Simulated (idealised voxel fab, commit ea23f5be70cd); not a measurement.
process module | voxel plated lines
cross-section cut | 290 nm wide | cells 5 nm
A cross-section is a grid of square cells, given in bands from the top down. A band is one or more rows of cells.
Each band's line starts with the height of the band's top and of its bottom, in nm. Then come its materials from left to right, each with its width in nm. One material with "throughout" fills the band from edge to edge. "air" is empty space.
Height 0 is the level under which the wafer as received is all one material. The lowest band goes on downwards, as in "0 down".
A width such as "30 to 40" changes by the same amount from each row of cells to the next, from the band's top row to its bottom row.
"no change" after a step means that no cell of the cross-section changed.
closed voids: empty space of 8 cells or more with no open way to the top, each as width x height at its distance from the left edge, in nm
after a step's settings: what the simulator itself notes on the step
overlay nm, on a step with a mask: how far to the right of its planned place the mask lay; to the left if negative
plan
1 op RECEIVE | material Si
2 op CONFORMAL_DEP | material Al2O3 | thk nm 5
3 op DIRECTIONAL_DEP | material TiN | thk nm 5
4 op PATTERN | tone open | mask id LINES | material resist | width nm 30 | pitch nm 55 | thk nm 35 | overlay nm 0
5 op EPI | material Ru | thk nm 10
6 op EPI | material Ru | thk nm 5
7 op EPI | material Ru | thk nm 10
8 op STRIP | etch materials resist
9 op DIRECTIONAL_ETCH | etch materials TiN | depth nm 5
10 op CONFORMAL_DEP | material SiCN | thk nm 10
first wafer, as planned
as received, after step 1
  0 down: Si throughout
  closed voids: none
after step 2
  5 to 0: Al2O3 throughout
  below 0: unchanged
after step 3
  10 to 5: TiN throughout
  below 5: unchanged
after step 4
  45 to 10: resist 45 | air 30 | resist 25 | air 30 | resist 25 | air 30 | resist 25 | air 30 | resist 50
  below 10: unchanged
after step 5
  45 to 20: resist 45 | air 30 | resist 25 | air 30 | resist 25 | air 30 | resist 25 | air 30 | resist 50
  20 to 10: resist 45 | Ru 30 | resist 25 | Ru 30 | resist 25 | Ru 30 | resist 25 | Ru 30 | resist 50
  below 10: unchanged
after step 6
  45 to 25: resist 45 | air 30 | resist 25 | air 30 | resist 25 | air 30 | resist 25 | air 30 | resist 50
  25 to 10: resist 45 | Ru 30 | resist 25 | Ru 30 | resist 25 | Ru 30 | resist 25 | Ru 30 | resist 50
  below 10: unchanged
after step 7
  45 to 35: resist 45 | air 30 | resist 25 | air 30 | resist 25 | air 30 | resist 25 | air 30 | resist 50
  35 to 10: resist 45 | Ru 30 | resist 25 | Ru 30 | resist 25 | Ru 30 | resist 25 | Ru 30 | resist 50
  below 10: unchanged
after step 8
  35 to 10: air 45 | Ru 30 | air 25 | Ru 30 | air 25 | Ru 30 | air 25 | Ru 30 | air 50
  below 10: unchanged
after step 9
  35 to 10: air 45 | Ru 30 | air 25 | Ru 30 | air 25 | Ru 30 | air 25 | Ru 30 | air 50
  10 to 5: air 45 | TiN 30 | air 25 | TiN 30 | air 25 | TiN 30 | air 25 | TiN 30 | air 50
  below 5: unchanged
after step 10
  45 to 35: air 35 | SiCN 50 | air 5 | SiCN 50 | air 5 | SiCN 50 | air 5 | SiCN 50 | air 40
  35 to 15: air 35 | SiCN 10 | Ru 30 | SiCN 10 | air 5 | SiCN 10 | Ru 30 | SiCN 10 | air 5 | SiCN 10 | Ru 30 | SiCN 10 | air 5 | SiCN 10 | Ru 30 | SiCN 10 | air 40
  15 to 10: SiCN 45 | Ru 30 | SiCN 25 | Ru 30 | SiCN 25 | Ru 30 | SiCN 25 | Ru 30 | SiCN 50
  10 to 5: SiCN 45 | TiN 30 | SiCN 25 | TiN 30 | SiCN 25 | TiN 30 | SiCN 25 | TiN 30 | SiCN 50
  below 5: unchanged
second wafer: like start, like plan, one mistake. Through step 3 it matches the first wafer
when step 4 should have ended
  45 to 10: air 45 | resist 30 | air 25 | resist 30 | air 25 | resist 30 | air 25 | resist 30 | air 50
  below 10: unchanged
when step 5 should have ended
  45 to 20: air 45 | resist 30 | air 25 | resist 30 | air 25 | resist 30 | air 25 | resist 30 | air 50
  20 to 10: Ru 45 | resist 30 | Ru 25 | resist 30 | Ru 25 | resist 30 | Ru 25 | resist 30 | Ru 50
  below 10: unchanged
when step 6 should have ended
  45 to 25: air 45 | resist 30 | air 25 | resist 30 | air 25 | resist 30 | air 25 | resist 30 | air 50
  25 to 10: Ru 45 | resist 30 | Ru 25 | resist 30 | Ru 25 | resist 30 | Ru 25 | resist 30 | Ru 50
  below 10: unchanged
when step 7 should have ended
  45 to 35: air 45 | resist 30 | air 25 | resist 30 | air 25 | resist 30 | air 25 | resist 30 | air 50
  35 to 10: Ru 45 | resist 30 | Ru 25 | resist 30 | Ru 25 | resist 30 | Ru 25 | resist 30 | Ru 50
  below 10: unchanged
when step 8 should have ended
  35 to 10: Ru 45 | air 30 | Ru 25 | air 30 | Ru 25 | air 30 | Ru 25 | air 30 | Ru 50
  below 10: unchanged
when step 9 should have ended
  35 to 10: Ru 45 | air 30 | Ru 25 | air 30 | Ru 25 | air 30 | Ru 25 | air 30 | Ru 50
  10 to 5: TiN 45 | air 30 | TiN 25 | air 30 | TiN 25 | air 30 | TiN 25 | air 30 | TiN 50
  below 5: unchanged
when step 10 should have ended
  45 to 35: SiCN 55 | air 10 | SiCN 45 | air 10 | SiCN 45 | air 10 | SiCN 45 | air 10 | SiCN 60
  35 to 15: Ru 45 | SiCN 10 | air 10 | SiCN 10 | Ru 25 | SiCN 10 | air 10 | SiCN 10 | Ru 25 | SiCN 10 | air 10 | SiCN 10 | Ru 25 | SiCN 10 | air 10 | SiCN 10 | Ru 50
  15 to 10: Ru 45 | SiCN 30 | Ru 25 | SiCN 30 | Ru 25 | SiCN 30 | Ru 25 | SiCN 30 | Ru 50
  10 to 5: TiN 45 | SiCN 30 | TiN 25 | SiCN 30 | TiN 25 | SiCN 30 | TiN 25 | SiCN 30 | TiN 50
  below 5: unchanged
what went wrong: step 4 ran as: op PATTERN | tone cover | mask id LINES | material resist | width nm 30 | pitch nm 55 | thk nm 35 | overlay nm 0
at the end the second wafer has, in cells: 50 more of Ru | 10 more of TiN
